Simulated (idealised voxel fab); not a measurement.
Documented hereafter: the process module known as voxel trench capacitor.
In the cross-section labelled cut, the width is 280 nm and each square cell is 5 nm.
Bands, listed from the top down, are how a cross-section gets written in this document; the cross-section itself is a grid of square cells, and a band is one or more rows of them.
Top height, bottom height, nm. Materials left to right, width each, nm. Single material + "edge to edge" = fills band edge to edge. "air" = empty.
Height is counted from the level 0, under which the received wafer is composed throughout of one material. The lowest of the bands is not closed at the bottom but continues downward, in the notation "0 -> down".
The two numbers in a width such as "30 to 40" mark its ends across the band: the first belongs to the top row of cells, the second to the bottom row, and from each row to the next the width moves by the same amount.
Given "stayed the same" for a step, no cell of the cross-section differs between before and after that step.
What "Fully closed voids" gives you is every empty space of 8 cells or more that is cut off from the top. Each appears as width x height at distance, with the distance taken from the left edge and width, height and distance all in nm.
after a step's settings: what the simulator itself notes on the step
Each step line may optionally specify "overlay nm", which for a step with a mask gives the rightward distance between the mask's planned place and where it lay, a negative value indicating the leftward direction.

### The process steps that were planned are listed below
1: RECEIVE [material Si]
2: CONFORMAL_DEP [material SiN] [thk nm 5]
3: PATTERN [tone open] [mask id TRENCH] [material resist] [width nm 25] [pitch nm 55] [thk nm 15] [overlay nm 0]
4: DIRECTIONAL_ETCH [etch materials SiN] [depth nm 5]
5: DIRECTIONAL_ETCH [etch materials Si] [depth nm 15]
6: STRIP [etch materials resist]
7: CONFORMAL_DEP [material Al2O3] [thk nm 5]
8: FILL_DEP [material polySi] [thk nm 5]
9: CMP [height nm 5]
For clarity, it should be stated that the wafers under discussion commence in an identical condition and differ with respect to the depth nm of step 5, the plan indicating the value that the first wafer had.

### The as-received cross-section of the first of several wafers corresponds to the state after step 1
0 -> down: Si edge to edge
Fully closed voids: none

### Quick key for the table: a row per wafer, taken at the end of the module. For each material it tells you how many cells the wafer gained (+) or lost (-) since it came in, and the closed voids come after
depth nm 15; +22 Al2O3; -30 Si; +46 SiN; +18 polySi; Fully closed voids: none
depth nm 20; +26 Al2O3; -40 Si; +46 SiN; +24 polySi; Fully closed voids: none
depth nm 25; +30 Al2O3; -50 Si; +46 SiN; +30 polySi; Fully closed voids: none
depth nm 30; +34 Al2O3; -60 Si; +46 SiN; +36 polySi; Fully closed voids: none
depth nm 35; +38 Al2O3; -70 Si; +46 SiN; +42 polySi; Fully closed voids: none
depth nm 40; +42 Al2O3; -80 Si; +46 SiN; +48 polySi; Fully closed voids: none
